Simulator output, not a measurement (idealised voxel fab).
The name of this process module is voxel transistor to metal.
Pictured: cross-section cut, 205 nm wide, on a grid of 5 nm square cells.
When this document writes out a cross-section, it uses a grid of square cells and lists it as bands, beginning at the top and moving down, with a band standing for one or more rows of cells.
Read a band's entry like this: the first values are the height of its top and the height of its bottom in nm, and what follows is the sequence of materials from left to right, each with its width in nm. Note that "blank" is empty space, and that a single material marked "edge to edge" reaches across the band from edge to edge.
Basically, 0 is our baseline, since under it the wafer straight out of the box is all one material. The bottom band has no lower end and keeps on going down, so it looks like "0 -> down".
Width "30->40": first value at the band's top row of cells, second value at its bottom row, equal change from row to row.
Given "all unchanged" for a step, no cell of the cross-section differs between before and after that step.
So "Entrapped voids" is basically the list of trapped voids: any empty space of 8 cells or more that can't reach the top through an opening. They're written width x height at distance, the distance being from the left edge, and it's all nm.
Note: text after step settings on the step line = simulator remark on that step.
A step's line can hold "overlay nm"; with a mask on that step, the setting says how far right of the planned place the mask lay, while a negative setting says it lay to the left.
## The steps planned for the process are as follows
1: RECEIVE with material Si
2: CONFORMAL_DEP with material SiO2, thk nm 5
3: CONFORMAL_DEP with material SiN, thk nm 10
4: DIRECTIONAL_DEP with material aC, thk nm 15
5: PATTERN with tone cover, mask id ACTIVE, material resist, width nm 110, thk nm 35, overlay nm 0
6: DIRECTIONAL_ETCH with etch materials aC, depth nm 15
7: STRIP with etch materials resist
8: DIRECTIONAL_ETCH with etch materials SiN, depth nm 10
9: DIRECTIONAL_ETCH with etch materials SiO2, depth nm 5
10: DIRECTIONAL_ETCH with etch materials Si, depth nm 35
11: STRIP with etch materials aC
12: OXIDIZE with depth nm 5
13: FILL_DEP with material SiO2, thk nm 10
14: CMP with height nm 15
15: SELECTIVE_ETCH with etch materials SiO2, depth nm 10
16: STRIP with etch materials SiN
17: SELECTIVE_ETCH with etch materials SiO2, depth nm 5
18: OXIDIZE with depth nm 5
19: DIRECTIONAL_DEP with material polySi, thk nm 25
20: DIRECTIONAL_DEP with material SiCN, thk nm 10
21: DIRECTIONAL_DEP with material aC, thk nm 10
22: PATTERN with tone cover, mask id GATE, material resist, width nm 20, thk nm 25, overlay nm 0
23: DIRECTIONAL_ETCH with etch materials aC, depth nm 10
24: STRIP with etch materials resist
25: DIRECTIONAL_ETCH with etch materials SiCN, depth nm 20
26: DIRECTIONAL_ETCH with etch materials polySi, depth nm 35
27: STRIP with etch materials aC
28: CONFORMAL_DEP with material SiO2, thk nm 5
29: DIRECTIONAL_ETCH with etch materials SiO2, depth nm 5
30: CONFORMAL_DEP with material SiN, thk nm 10
31: DIRECTIONAL_ETCH with etch materials SiN, depth nm 10
32: DIRECTIONAL_ETCH with etch materials SiO2, depth nm 5
33: EPI with material pSi, thk nm 5
34: FILL_DEP with material SiO2, thk nm 10
35: CMP with height nm 35
36: DIRECTIONAL_DEP with material SiO2, thk nm 15
37: MASKED_ETCH with tone open, mask id CONTACT, width nm 30, pitch nm 60, etch materials SiO2, depth nm 50, overlay nm 0
38: CONFORMAL_DEP with material TiN, thk nm 5
39: FILL_DEP with material Ru, thk nm 5
40: CMP with height nm 50
41: CONFORMAL_DEP with material SiCN, thk nm 5
42: DIRECTIONAL_DEP with material SiO2, thk nm 15
43: MASKED_ETCH with tone open, mask id METAL_1, width nm 15, pitch nm 75, etch materials SiO2, depth nm 15, overlay nm 0
44: MASKED_ETCH with tone open, mask id METAL_1, width nm 15, pitch nm 75, etch materials SiCN, depth nm 5, overlay nm 0
45: CONFORMAL_DEP with material TiN, thk nm 5
46: FILL_DEP with material Ru, thk nm 10
47: CMP with height nm 70
48: CONFORMAL_DEP with material SiCN, thk nm 5
49: DIRECTIONAL_DEP with material SiO2, thk nm 30
50: PATTERN with tone open, mask id METAL_2, material resist, width nm 15, pitch nm 75, thk nm 15, overlay nm 0
51: DIRECTIONAL_ETCH with etch materials SiO2, depth nm 20
52: STRIP with etch materials resist
53: MASKED_ETCH with tone open, mask id METAL_2_HOLES, width nm 15, pitch nm 75, etch materials SiO2, depth nm 10, overlay nm 0
54: MASKED_ETCH with tone open, mask id METAL_2_HOLES, width nm 15, pitch nm 75, etch materials SiCN, depth nm 5, overlay nm 0
55: CONFORMAL_DEP with material TiN, thk nm 5
56: FILL_DEP with material Ru, thk nm 10
57: CMP with height nm 105
58: CONFORMAL_DEP with material SiCN, thk nm 5
## Cross-section of the wafer as it came to us, i.e., already through step 1
    0 -> down | Si edge to edge
    Entrapped voids: none
## End-of-module cross-section of the first of two wafers, processed as planned
    110 -> 105 | SiCN edge to edge
    105 -> 75 | SiO2: 55, TiN: 5, Ru: 5, TiN: 5, SiO2: 60, TiN: 5, Ru: 5, TiN: 5, SiO2: 60
    75 -> 70 | SiCN: 55, TiN: 15, SiCN: 60, TiN: 15, SiCN: 60
    70 -> 55 | SiO2: 55, TiN: 5, Ru: 5, TiN: 5, SiO2: 60, TiN: 5, Ru: 5, TiN: 5, SiO2: 60
    55 -> 50 | SiCN: 55, TiN: 15, SiCN: 60, TiN: 15, SiCN: 60
    50 -> 40 | SiO2: 55, TiN: 5, Ru: 20, TiN: 5, SiO2: 30, TiN: 5, Ru: 20, TiN: 5, SiO2: 60
    40 -> 35 | SiO2: 55, TiN: 5, Ru: 10, TiN: 15, SiO2: 30, TiN: 15, Ru: 10, TiN: 5, SiO2: 60
    35 -> 25 | SiO2: 55, TiN: 5, Ru: 10, TiN: 5, SiN: 10, SiO2: 5, SiCN: 20, SiO2: 5, SiN: 10, TiN: 5, Ru: 10, TiN: 5, SiO2: 60
    25 -> 5 | SiO2: 55, TiN: 5, Ru: 10, TiN: 5, SiN: 10, SiO2: 5, polySi: 20, SiO2: 5, SiN: 10, TiN: 5, Ru: 10, TiN: 5, SiO2: 60
    5 -> 0 | SiO2: 55, TiN: 20, SiN: 10, SiO2: 5, polySi: 20, SiO2: 5, SiN: 10, TiN: 20, SiO2: 60
    0 -> -5 | SiO2: 45, pSi: 30, SiO2: 50, pSi: 30, SiO2: 50
    -5 -> -40 | SiO2: 50, Si: 100, SiO2: 55
    -40 -> down | Si edge to edge
    Entrapped voids: none
## Now the second wafer, cross-sectioned at the end of the module. Nothing different at the start, nothing different in the plan compared with the first, just one mistake when it was actually run
    110 -> 105 | SiCN edge to edge
    105 -> 75 | SiO2 edge to edge
    75 -> 70 | SiCN edge to edge
    70 -> 55 | SiO2: 55, TiN: 5, Ru: 5, TiN: 5, SiO2: 60, TiN: 5, Ru: 5, TiN: 5, SiO2: 60
    55 -> 50 | SiCN: 55, TiN: 15, SiCN: 60, TiN: 15, SiCN: 60
    50 -> 40 | SiO2: 55, TiN: 5, Ru: 20, TiN: 5, SiO2: 30, TiN: 5, Ru: 20, TiN: 5, SiO2: 60
    40 -> 35 | SiO2: 55, TiN: 5, Ru: 10, TiN: 15, SiO2: 30, TiN: 15, Ru: 10, TiN: 5, SiO2: 60
    35 -> 25 | SiO2: 55, TiN: 5, Ru: 10, TiN: 5, SiN: 10, SiO2: 5, SiCN: 20, SiO2: 5, SiN: 10, TiN: 5, Ru: 10, TiN: 5, SiO2: 60
    25 -> 5 | SiO2: 55, TiN: 5, Ru: 10, TiN: 5, SiN: 10, SiO2: 5, polySi: 20, SiO2: 5, SiN: 10, TiN: 5, Ru: 10, TiN: 5, SiO2: 60
    5 -> 0 | SiO2: 55, TiN: 20, SiN: 10, SiO2: 5, polySi: 20, SiO2: 5, SiN: 10, TiN: 20, SiO2: 60
    0 -> -5 | SiO2: 45, pSi: 30, SiO2: 50, pSi: 30, SiO2: 50
    -5 -> -40 | SiO2: 50, Si: 100, SiO2: 55
    -40 -> down | Si edge to edge
    Entrapped voids: none
Where did the run depart from the plan? step 49 from the plan got run twice
Materials where the second wafer ends with more or fewer cells than the first: 12 fewer of Ru; 6 more of SiCN; 36 more of SiO2; 30 fewer of TiN
